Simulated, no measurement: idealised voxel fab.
Title: Process Module voxel double patterning
Cross-sectional view cut (width: 210 nm; square cell size: 5 nm).
Throughout this document, each cross-section is represented as a grid of square cells and is presented as a sequence of bands enumerated from the top downward, where a band comprises one or more rows of cells.
Top, bottom (nm), then materials left to right with widths (nm); lone material tagged "everywhere" fills the whole band edge to edge; "blank" = empty space.
Height datum 0, below which the as-received substrate wafer is one material. Lowest band open at the bottom, running downward: "top 0, no bottom".
So if you see something like "30->40" for the width, read it as the top row of the band sitting at the first number and the bottom row at the second, with every row in between moving by the same amount as the last.
Where the words "remained unchanged" appear for a step, the cross-section shows no cell changed by that step; every cell remained as before.
Closed-off voids of 8+ cells (no open route to the top) go in "Catalogued sealed voids", written width x height at distance from the left edge, in nm.
Note: text after step settings on the step line = simulator remark on that step.
If you see "overlay nm" on a step's line and that step has a mask, it's telling you how far right of where it was planned the mask ended up; a negative number means it went left instead.

**Planned step list for the process**
step 1: RECEIVE, material Si
step 2: CONFORMAL_DEP, material SiO2, thk nm 5
step 3: DIRECTIONAL_DEP, material W, thk nm 20
step 4: DIRECTIONAL_DEP, material SiN, thk nm 10
step 5: DIRECTIONAL_DEP, material aC, thk nm 10
step 6: PATTERN, tone open, mask id FIRST, material resist, width nm 15, pitch nm 50, thk nm 30, overlay nm 0
step 7: DIRECTIONAL_ETCH, etch materials aC, depth nm 10
step 8: STRIP, etch materials resist
step 9: DIRECTIONAL_ETCH, etch materials SiN, depth nm 10
step 10: STRIP, etch materials aC
step 11: DIRECTIONAL_DEP, material aC, thk nm 15
step 12: PATTERN, tone open, mask id SECOND, material resist, width nm 15, thk nm 35, overlay nm 0
step 13: DIRECTIONAL_ETCH, etch materials aC, depth nm 15
step 14: STRIP, etch materials resist
step 15: DIRECTIONAL_ETCH, etch materials SiN, depth nm 10
step 16: STRIP, etch materials aC
step 17: DIRECTIONAL_ETCH, etch materials W, depth nm 20
step 18: STRIP, etch materials SiN

**The cross-section here shows the wafer as received, i.e. in its state after step 1**
  top 0, no bottom: Si everywhere
  Catalogued sealed voids: none

**Below is the wafer in cross-section after the module was completed. It began from the starting point shown above and followed the plan shown above, except that one mistake was made while running it**
  top 25, bottom 20: SiO2 everywhere
  top 20, bottom 0: W everywhere
  top 0, no bottom: Si everywhere
  Catalogued sealed voids: none
So what did we get wrong on this run? steps 2 and 3 of the plan were each performed in the slot designated for the other
